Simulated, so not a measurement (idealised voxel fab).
process module | voxel gate over fins
cross-section cut | 255 nm wide | cells 5 nm
A cross-section is a grid of square cells, given in bands from the top down. A band is one or more rows of cells.
Each band's line starts with the height of the band's top and of its bottom, in nm. Then come its materials from left to right, each with its width in nm. One material with "throughout" fills the band from edge to edge. "air" is empty space.
Height 0 is the level under which the wafer as received is all one material. The lowest band goes on downwards, as in "0 down".
A width such as "30 to 40" changes by the same amount from each row of cells to the next, from the band's top row to its bottom row.
"no change" after a step means that no cell of the cross-section changed.
closed voids: empty space of 8 cells or more with no open way to the top, each as width x height at its distance from the left edge, in nm
after a step's settings: what the simulator itself notes on the step
overlay nm, on a step with a mask: how far to the right of its planned place the mask lay; to the left if negative
Each pair below shows a cross-section before one step and the cross-section after it, down to the lowest band that changed. The line under each pair gives the step between them, with its settings. The pairs can come from different runs of this module on the same starting wafer, so a pair continues from the pair above only where its "before" says so.
before
  20 to 15: air 80 | TiN 45 | air 5 | TiN 45 | air 80
  15 to 10: air 75 | TiN 10 | TiAl 35 | TiN 15 | TiAl 35 | TiN 10 | air 75
  10 to 5: TiN 80 | TiAl 10 | TiN 25 | TiAl 10 | TiN 5 | TiAl 10 | TiN 25 | TiAl 10 | TiN 80
  5 to 0: TiAl 85 | TiN 10 | HfO2 15 | TiN 10 | TiAl 15 | TiN 10 | HfO2 15 | TiN 10 | TiAl 85
  0 to -5: TiN 90 | HfO2 10 | Si 5 | HfO2 10 | TiN 25 | HfO2 10 | Si 5 | HfO2 10 | TiN 90
  -5 to -10: HfO2 95 | Si 15 | HfO2 35 | Si 15 | HfO2 95
  -10 to -20: SiO2 95 | Si 15 | SiO2 35 | Si 15 | SiO2 95
  -20 to -25: SiO2 95 | Si 15 | SiO2 10 | TiN 5 | W 5 | TiN 5 | SiO2 10 | Si 15 | SiO2 95
  -25 to -30: SiO2 95 | Si 15 | SiO2 10 | TiN 15 | SiO2 10 | Si 15 | SiO2 95
  -30 to -40: SiO2 95 | Si 15 | SiO2 35 | Si 15 | SiO2 95
  -40 down: Si throughout
  closed voids: none
after
  35 to 20: W throughout
  20 to 15: W 80 | TiN 45 | W 5 | TiN 45 | W 80
  15 to 10: W 75 | TiN 10 | TiAl 35 | TiN 15 | TiAl 35 | TiN 10 | W 75
  below 10: unchanged
  closed voids: none
the step between: op FILL_DEP | material W | thk nm 15
before: the cross-section after the pair above
after
  30 to 20: W throughout
  below 20: unchanged
  closed voids: none
the step between: op CMP | height nm 30
before: the cross-section after the pair above
after
  35 to 30: SiN throughout
  below 30: unchanged
  closed voids: none
the step between: op CONFORMAL_DEP | material SiN | thk nm 5
before
  10 to 0: SiN throughout
  0 down: Si throughout
  closed voids: none
after
  10 to 0: air 85 | SiN 15 | air 35 | SiN 15 | air 105
  below 0: unchanged
  closed voids: none
the step between: op MASKED_ETCH | tone cover | mask id FINS | width nm 15 | pitch nm 50 | etch materials SiN | depth nm 10 | overlay nm -10
before: the cross-section after the pair above
after
  10 to 0: air 85 | SiN 15 | air 35 | SiN 15 | air 105
  0 to -35: air 85 | Si 25 | air 25 | Si 25 | air 95
  below -35: unchanged
  closed voids: none
the step between: op MASKED_ETCH | tone cover | mask id FINS | width nm 15 | pitch nm 50 | etch materials Si | depth nm 35 | overlay nm 0
before: the cross-section after the pair above
after
  10 to 0: air 85 | SiN 15 | air 35 | SiN 15 | air 105
  0 to -5: air 85 | SiO2 5 | Si 5 | SiO2 15 | air 25 | SiO2 5 | Si 5 | SiO2 15 | air 95
  -5 to -35: air 85 | SiO2 5 | Si 15 | SiO2 5 | air 25 | SiO2 5 | Si 15 | SiO2 5 | air 95
  -35 to -40: SiO2 90 | Si 15 | SiO2 35 | Si 15 | SiO2 100
  below -40: unchanged
  closed voids: none
the step between: op OXIDIZE | depth nm 5
before: the cross-section after the pair above
after
  25 to 10: SiO2 throughout
  10 to 0: SiO2 85 | SiN 15 | SiO2 35 | SiN 15 | SiO2 105
  0 to -5: SiO2 90 | Si 5 | SiO2 45 | Si 5 | SiO2 110
  -5 to -40: SiO2 90 | Si 15 | SiO2 35 | Si 15 | SiO2 100
  below -40: unchanged
  closed voids: none
the step between: op FILL_DEP | material SiO2 | thk nm 15
before: the cross-section after the pair above
after
  10 to 0: SiO2 85 | SiN 15 | SiO2 35 | SiN 15 | SiO2 105
  below 0: unchanged
  closed voids: none
the step between: op CMP | height nm 10
before: the cross-section after the pair above
after
  20 to 10: aC throughout
  below 10: unchanged
  closed voids: none
the step between: op DIRECTIONAL_DEP | material aC | thk nm 10
before: the cross-section after the pair above
after
  50 to 20: resist 120 | air 15 | resist 120
  below 20: unchanged
  closed voids: none
the step between: op PATTERN | tone open | mask id RAIL | material resist | width nm 15 | thk nm 30 | overlay nm 0
before: the cross-section after the pair above
after
  40 to 20: resist 120 | air 15 | resist 120
  20 to 10: aC 120 | air 15 | aC 120
  below 10: unchanged
  closed voids: none
the step between: op DIRECTIONAL_ETCH | etch materials aC | depth nm 10
before: the cross-section after the pair above
after
  20 to 10: aC 120 | air 15 | aC 120
  below 10: unchanged
  closed voids: none
the step between: op STRIP | etch materials resist
before: the cross-section after the pair above
after
  20 to 10: aC 120 | air 15 | aC 120
  10 to 0: SiO2 85 | SiN 15 | SiO2 20 | air 15 | SiN 15 | SiO2 105
  0 to -5: SiO2 90 | Si 5 | SiO2 25 | air 15 | SiO2 5 | Si 5 | SiO2 110
  -5 to -30: SiO2 90 | Si 15 | SiO2 15 | air 15 | SiO2 5 | Si 15 | SiO2 100
  below -30: unchanged
  closed voids: none
the step between: op DIRECTIONAL_ETCH | etch materials SiO2 | depth nm 40
before: the cross-section after the pair above
after
  10 to 0: SiO2 85 | SiN 15 | SiO2 20 | air 15 | SiN 15 | SiO2 105
  below 0: unchanged
  closed voids: none
the step between: op STRIP | etch materials aC
before: the cross-section after the pair above
after
  15 to 10: TiN 125 | air 5 | TiN 125
  10 to 0: SiO2 85 | SiN 15 | SiO2 20 | TiN 5 | air 5 | TiN 5 | SiN 15 | SiO2 105
  0 to -5: SiO2 90 | Si 5 | SiO2 25 | TiN 5 | air 5 | TiN 5 | SiO2 5 | Si 5 | SiO2 110
  -5 to -25: SiO2 90 | Si 15 | SiO2 15 | TiN 5 | air 5 | TiN 5 | SiO2 5 | Si 15 | SiO2 100
  -25 to -30: SiO2 90 | Si 15 | SiO2 15 | TiN 15 | SiO2 5 | Si 15 | SiO2 100
  below -30: unchanged
  closed voids: none
the step between: op CONFORMAL_DEP | material TiN | thk nm 5
before: the cross-section after the pair above
after
  25 to 15: W throughout
  15 to 10: TiN 125 | W 5 | TiN 125
  10 to 0: SiO2 85 | SiN 15 | SiO2 20 | TiN 5 | W 5 | TiN 5 | SiN 15 | SiO2 105
  0 to -5: SiO2 90 | Si 5 | SiO2 25 | TiN 5 | W 5 | TiN 5 | SiO2 5 | Si 5 | SiO2 110
  -5 to -25: SiO2 90 | Si 15 | SiO2 15 | TiN 5 | W 5 | TiN 5 | SiO2 5 | Si 15 | SiO2 100
  below -25: unchanged
  closed voids: none
the step between: op FILL_DEP | material W | thk nm 10
before: the cross-section after the pair above
after
  10 to 0: SiO2 85 | SiN 15 | SiO2 20 | TiN 5 | W 5 | TiN 5 | SiN 15 | SiO2 105
  below 0: unchanged
  closed voids: none
the step between: op CMP | height nm 10
before: the cross-section after the pair above
after
  10 to 0: SiO2 85 | SiN 15 | SiO2 20 | air 15 | SiN 15 | SiO2 105
  0 to -5: SiO2 90 | Si 5 | SiO2 25 | air 15 | SiO2 5 | Si 5 | SiO2 110
  -5 to -20: SiO2 90 | Si 15 | SiO2 15 | air 15 | SiO2 5 | Si 15 | SiO2 100
  below -20: unchanged
  closed voids: none
the step between: op SELECTIVE_ETCH | etch materials W Ru TiN | depth nm 30
before: the cross-section after the pair above
after
  15 to 10: SiO2 throughout
  10 to 0: SiO2 85 | SiN 15 | SiO2 35 | SiN 15 | SiO2 105
  0 to -5: SiO2 90 | Si 5 | SiO2 45 | Si 5 | SiO2 110
  -5 to -20: SiO2 90 | Si 15 | SiO2 35 | Si 15 | SiO2 100
  below -20: unchanged
  closed voids: none
the step between: op FILL_DEP | material SiO2 | thk nm 5
before: the cross-section after the pair above
after
  10 to 0: SiO2 85 | SiN 15 | SiO2 35 | SiN 15 | SiO2 105
  below 0: unchanged
  closed voids: none
the step between: op CMP | height nm 10
before: the cross-section after the pair above
after
  10 to 0: air 85 | SiN 15 | air 35 | SiN 15 | air 105
  0 to -10: air 90 | Si 5 to 15 | air 45 to 35 | Si 5 to 15 | air 110 to 100
  below -10: unchanged
  closed voids: none
the step between: op SELECTIVE_ETCH | etch materials SiO2 | depth nm 20
before: the cross-section after the pair above
after
  0 to -10: air 90 | Si 5 to 15 | air 45 to 35 | Si 5 to 15 | air 110 to 100
  below -10: unchanged
  closed voids: none
the step between: op STRIP | etch materials SiN
before: the cross-section after the pair above
after
  5 to 0: air 85 | HfO2 15 | air 35 | HfO2 15 | air 105
  0 to -5: air 85 | HfO2 5 | Si 5 | HfO2 15 | air 25 | HfO2 5 | Si 5 | HfO2 15 | air 95
  -5 to -10: HfO2 90 | Si 15 | HfO2 35 | Si 15 | HfO2 100
  below -10: unchanged
  closed voids: none
the step between: op CONFORMAL_DEP | material HfO2 | thk nm 5
before: the cross-section after the pair above
after
  10 to 5: air 80 | TiN 25 | air 25 | TiN 25 | air 100
  5 to 0: air 80 | TiN 5 | HfO2 15 | TiN 15 | air 15 | TiN 5 | HfO2 15 | TiN 15 | air 90
  0 to -5: TiN 85 | HfO2 5 | Si 5 | HfO2 15 | TiN 25 | HfO2 5 | Si 5 | HfO2 15 | TiN 95
  below -5: unchanged
  closed voids: none
the step between: op CONFORMAL_DEP | material TiN | thk nm 5
before: the cross-section after the pair above
after
  15 to 10: air 75 | TiAl 35 | air 15 | TiAl 35 | air 95
  10 to 5: air 75 | TiAl 5 | TiN 25 | TiAl 15 | air 5 | TiAl 5 | TiN 25 | TiAl 15 | air 85
  5 to 0: TiAl 80 | TiN 5 | HfO2 15 | TiN 15 | TiAl 15 | TiN 5 | HfO2 15 | TiN 15 | TiAl 90
  below 0: unchanged
  closed voids: none
the step between: op CONFORMAL_DEP | material TiAl | thk nm 5
before: the cross-section after the pair above
after
  20 to 15: air 70 | TiN 45 | air 5 | TiN 45 | air 90
  15 to 10: air 70 | TiN 5 | TiAl 35 | TiN 15 | TiAl 35 | TiN 15 | air 80
  10 to 5: TiN 75 | TiAl 5 | TiN 25 | TiAl 15 | TiN 5 | TiAl 5 | TiN 25 | TiAl 15 | TiN 85
  below 5: unchanged
  closed voids: none
the step between: op CONFORMAL_DEP | material TiN | thk nm 5
before: the cross-section after the pair above
after
  35 to 20: W throughout
  20 to 15: W 70 | TiN 45 | W 5 | TiN 45 | W 90
  15 to 10: W 70 | TiN 5 | TiAl 35 | TiN 15 | TiAl 35 | TiN 15 | W 80
  below 10: unchanged
  closed voids: none
the step between: op FILL_DEP | material W | thk nm 15
before: the cross-section after the pair above
after
  30 to 20: W throughout
  below 20: unchanged
  closed voids: none
the step between: op CMP | height nm 30
before: the cross-section after the pair above
after
  35 to 30: SiN throughout
  below 30: unchanged
  closed voids: none
the step between: op CONFORMAL_DEP | material SiN | thk nm 5
before
  20 to 15: air 80 | TiN 45 | air 5 | TiN 45 | air 80
  15 to 10: air 80 | TiN 5 | TiAl 35 | TiN 5 | air 5 | TiN 5 | TiAl 35 | TiN 5 | air 80
  10 to 5: TiN 85 | TiAl 5 | TiN 25 | TiAl 5 | TiN 15 | TiAl 5 | TiN 25 | TiAl 5 | TiN 85
  5 to 0: TiAl 90 | TiN 5 | HfO2 15 | TiN 5 | TiAl 25 | TiN 5 | HfO2 15 | TiN 5 | TiAl 90
  0 to -5: TiN 95 | HfO2 5 | Si 5 | HfO2 5 | TiN 35 | HfO2 5 | Si 5 | HfO2 5 | TiN 95
  -5 to -10: HfO2 100 | Si 5 | HfO2 45 | Si 5 | HfO2 100
  -10 to -20: SiO2 100 | Si 5 | SiO2 45 | Si 5 | SiO2 100
  -20 to -25: SiO2 100 | Si 5 | SiO2 15 | TiN 5 | W 5 | TiN 5 | SiO2 15 | Si 5 | SiO2 100
  -25 to -30: SiO2 100 | Si 5 | SiO2 15 | TiN 15 | SiO2 15 | Si 5 | SiO2 100
  -30 to -40: SiO2 100 | Si 5 | SiO2 45 | Si 5 | SiO2 100
  -40 down: Si throughout
  closed voids: none
after
  35 to 20: SiN throughout
  20 to 15: SiN 80 | TiN 45 | SiN 5 | TiN 45 | SiN 80
  15 to 10: SiN 80 | TiN 5 | TiAl 35 | TiN 5 | SiN 5 | TiN 5 | TiAl 35 | TiN 5 | SiN 80
  below 10: unchanged
  closed voids: none
the step between: op FILL_DEP | material SiN | thk nm 15
before: the cross-section after the pair above
after
  30 to 20: SiN throughout
  below 20: unchanged
  closed voids: none
the step between: op CMP | height nm 30
before: the cross-section after the pair above
after
  35 to 20: SiN throughout
  below 20: unchanged
  closed voids: none
the step between: op CONFORMAL_DEP | material SiN | thk nm 5
before
  20 to 10: aC throughout
  10 to 0: SiO2 95 | SiN 15 | SiO2 35 | SiN 15 | SiO2 95
  0 to -40: SiO2 100 | Si 5 | SiO2 45 | Si 5 | SiO2 100
  -40 down: Si throughout
  closed voids: none
after
  50 to 20: air 120 | resist 15 | air 120
  below 20: unchanged
  closed voids: none
the step between: op PATTERN | tone cover | mask id RAIL | material resist | width nm 15 | thk nm 30 | overlay nm 0
before: the cross-section after the pair above
after
  40 to 20: air 120 | resist 15 | air 120
  20 to 10: air 120 | aC 15 | air 120
  below 10: unchanged
  closed voids: none
the step between: op DIRECTIONAL_ETCH | etch materials aC | depth nm 10
before: the cross-section after the pair above
after
  20 to 10: air 120 | aC 15 | air 120
  below 10: unchanged
  closed voids: none
the step between: op STRIP | etch materials resist
before: the cross-section after the pair above
after
  20 to 10: air 120 | aC 15 | air 120
  10 to 0: air 95 | SiN 15 | air 10 | SiO2 15 | air 10 | SiN 15 | air 95
  0 to -30: air 95 | SiO2 5 | Si 5 | SiO2 5 | air 10 | SiO2 15 | air 10 | SiO2 5 | Si 5 | SiO2 5 | air 95
  below -30: unchanged
  closed voids: none
the step between: op DIRECTIONAL_ETCH | etch materials SiO2 | depth nm 40
before: the cross-section after the pair above
after
  10 to 0: air 95 | SiN 15 | air 10 | SiO2 15 | air 10 | SiN 15 | air 95
  below 0: unchanged
  closed voids: none
the step between: op STRIP | etch materials aC
before: the cross-section after the pair above
after
  15 to 10: air 90 | TiN 75 | air 90
  10 to 0: air 90 | TiN 5 | SiN 15 | TiN 10 | SiO2 15 | TiN 10 | SiN 15 | TiN 5 | air 90
  0 to -25: air 90 | TiN 5 | SiO2 5 | Si 5 | SiO2 5 | TiN 10 | SiO2 15 | TiN 10 | SiO2 5 | Si 5 | SiO2 5 | TiN 5 | air 90
  -25 to -30: TiN 95 | SiO2 5 | Si 5 | SiO2 5 | TiN 10 | SiO2 15 | TiN 10 | SiO2 5 | Si 5 | SiO2 5 | TiN 95
  below -30: unchanged
  closed voids: none
the step between: op CONFORMAL_DEP | material TiN | thk nm 5
before: the cross-section after the pair above
after
  25 to 15: W throughout
  15 to 10: W 90 | TiN 75 | W 90
  10 to 0: W 90 | TiN 5 | SiN 15 | TiN 10 | SiO2 15 | TiN 10 | SiN 15 | TiN 5 | W 90
  0 to -25: W 90 | TiN 5 | SiO2 5 | Si 5 | SiO2 5 | TiN 10 | SiO2 15 | TiN 10 | SiO2 5 | Si 5 | SiO2 5 | TiN 5 | W 90
  below -25: unchanged
  closed voids: none
the step between: op FILL_DEP | material W | thk nm 10
before: the cross-section after the pair above
after
  10 to 0: W 90 | TiN 5 | SiN 15 | TiN 10 | SiO2 15 | TiN 10 | SiN 15 | TiN 5 | W 90
  below 0: unchanged
  closed voids: none
the step between: op CMP | height nm 10
before: the cross-section after the pair above
after
  10 to 0: air 95 | SiN 15 | air 10 | SiO2 15 | air 10 | SiN 15 | air 95
  0 to -20: air 95 | SiO2 5 | Si 5 | SiO2 5 | air 10 | SiO2 15 | air 10 | SiO2 5 | Si 5 | SiO2 5 | air 95
  below -20: unchanged
  closed voids: none
the step between: op SELECTIVE_ETCH | etch materials W Ru TiN | depth nm 30
before: the cross-section after the pair above
after
  15 to 10: SiO2 throughout
  10 to 0: SiO2 95 | SiN 15 | SiO2 35 | SiN 15 | SiO2 95
  0 to -20: SiO2 100 | Si 5 | SiO2 45 | Si 5 | SiO2 100
  below -20: unchanged
  closed voids: none
the step between: op FILL_DEP | material SiO2 | thk nm 5
before: the cross-section after the pair above
after
  10 to 0: SiO2 95 | SiN 15 | SiO2 35 | SiN 15 | SiO2 95
  below 0: unchanged
  closed voids: none
the step between: op CMP | height nm 10
before: the cross-section after the pair above
after
  10 to 0: air 95 | SiN 15 | air 35 | SiN 15 | air 95
  0 to -10: air 100 | Si 5 | air 45 | Si 5 | air 100
  below -10: unchanged
  closed voids: none
the step between: op SELECTIVE_ETCH | etch materials SiO2 | depth nm 20
before: the cross-section after the pair above
after
  0 to -10: air 100 | Si 5 | air 45 | Si 5 | air 100
  below -10: unchanged
  closed voids: none
the step between: op STRIP | etch materials SiN
before: the cross-section after the pair above
after
  5 to 0: air 95 | HfO2 15 | air 35 | HfO2 15 | air 95
  0 to -5: air 95 | HfO2 5 | Si 5 | HfO2 5 | air 35 | HfO2 5 | Si 5 | HfO2 5 | air 95
  -5 to -10: HfO2 100 | Si 5 | HfO2 45 | Si 5 | HfO2 100
  below -10: unchanged
  closed voids: none
the step between: op CONFORMAL_DEP | material HfO2 | thk nm 5
before: the cross-section after the pair above
after
  10 to 5: air 90 | TiN 25 | air 25 | TiN 25 | air 90
  5 to 0: air 90 | TiN 5 | HfO2 15 | TiN 5 | air 25 | TiN 5 | HfO2 15 | TiN 5 | air 90
  0 to -5: TiN 95 | HfO2 5 | Si 5 | HfO2 5 | TiN 35 | HfO2 5 | Si 5 | HfO2 5 | TiN 95
  below -5: unchanged
  closed voids: none
the step between: op CONFORMAL_DEP | material TiN | thk nm 5
before: the cross-section after the pair above
after
  15 to 10: air 85 | TiAl 35 | air 15 | TiAl 35 | air 85
  10 to 5: air 85 | TiAl 5 | TiN 25 | TiAl 5 | air 15 | TiAl 5 | TiN 25 | TiAl 5 | air 85
  5 to 0: TiAl 90 | TiN 5 | HfO2 15 | TiN 5 | TiAl 25 | TiN 5 | HfO2 15 | TiN 5 | TiAl 90
  below 0: unchanged
  closed voids: none
the step between: op CONFORMAL_DEP | material TiAl | thk nm 5
before: the cross-section after the pair above
after
  20 to 15: air 80 | TiN 45 | air 5 | TiN 45 | air 80
  15 to 10: air 80 | TiN 5 | TiAl 35 | TiN 5 | air 5 | TiN 5 | TiAl 35 | TiN 5 | air 80
  10 to 5: TiN 85 | TiAl 5 | TiN 25 | TiAl 5 | TiN 15 | TiAl 5 | TiN 25 | TiAl 5 | TiN 85
  below 5: unchanged
  closed voids: none
the step between: op CONFORMAL_DEP | material TiN | thk nm 5
before: the cross-section after the pair above
after
  35 to 20: W throughout
  20 to 15: W 80 | TiN 45 | W 5 | TiN 45 | W 80
  15 to 10: W 80 | TiN 5 | TiAl 35 | TiN 5 | W 5 | TiN 5 | TiAl 35 | TiN 5 | W 80
  below 10: unchanged
  closed voids: none
the step between: op FILL_DEP | material W | thk nm 15
before: the cross-section after the pair above
after
  30 to 20: W throughout
  below 20: unchanged
  closed voids: none
the step between: op CMP | height nm 30
before: the cross-section after the pair above
after
  35 to 30: SiN throughout
  below 30: unchanged
  closed voids: none
the step between: op CONFORMAL_DEP | material SiN | thk nm 5
